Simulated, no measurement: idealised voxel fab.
Process module heading - voxel released beams
In the cross-section labelled cut, the width is 290 nm and each square cell is 5 nm.
This document writes a cross-section as a grid whose cells are square, and gives it as bands, listed from the top down; one or more rows of cells form a band. Each band's line starts with the height of the band's top and of its bottom, in nm. Then come its materials from left to right, each with its width in nm. One material with "throughout" fills the band from edge to edge. "air" is empty space. Convention: height 0 is the level below which the wafer, as received, is all one material. The lowest band does not terminate at the bottom but continues downward, represented as "0 -> down". Think of "30 to 40" as a width that walks from the first number to the second as you go down the band, top row to bottom row, taking equal-sized steps from row to row. Where a step carries "nothing was modified", the cross-section came out of it unchanged, cell for cell. Empty spaces without an open route to the top, at least 8 cells in extent, make up the entry "Entrapped void list"; each is given as width x height at distance, where the distance is measured from the left edge, and all are in nm. If you see something after the settings on a step's line, that's the simulator's own remark about that step. overlay nm: mask offset rightward from planned place, masked step; negative means leftward offset.
-- Below is the list of planned process steps
| 1 | RECEIVE: material Si |
| 2 | CONFORMAL_DEP: material SiN, thk nm 10 |
| 3 | DIRECTIONAL_DEP: material SiO2, thk nm 10 |
| 4 | MASKED_ETCH: tone open, mask id ANCHOR, width nm 45, etch materials SiO2, depth nm 10, overlay nm 0 |
| 5 | CONFORMAL_DEP: material polySi, thk nm 15 |
| 6 | MASKED_ETCH: tone cover, mask id BEAM, width nm 90, etch materials polySi, depth nm 15, overlay nm 0 |
| 7 | STRIP: etch materials SiO2 |
-- As-received state of the wafer in cross-section, equivalent to post-step 1
* 0 -> down: Si throughout
* Entrapped void list: none
-- What the wafer looks like in cross-section after this module, when it starts as shown above and follows the plan above but one mistake is made in running it
* 35 -> 25: 95 nm air  20 nm polySi  15 nm air  60 nm polySi  100 nm air
* 25 -> 20: 95 nm air  95 nm polySi  100 nm air
* 20 -> 10: 100 nm air  45 nm polySi  145 nm air
* 10 -> 0: SiN throughout
* 0 -> down: Si throughout
* Entrapped void list: none
Short version of what went wrong: planned and actual differ for step 6; actual: MASKED_ETCH: tone cover, mask id BEAM, width nm 95, etch materials polySi, depth nm 15, overlay nm 0
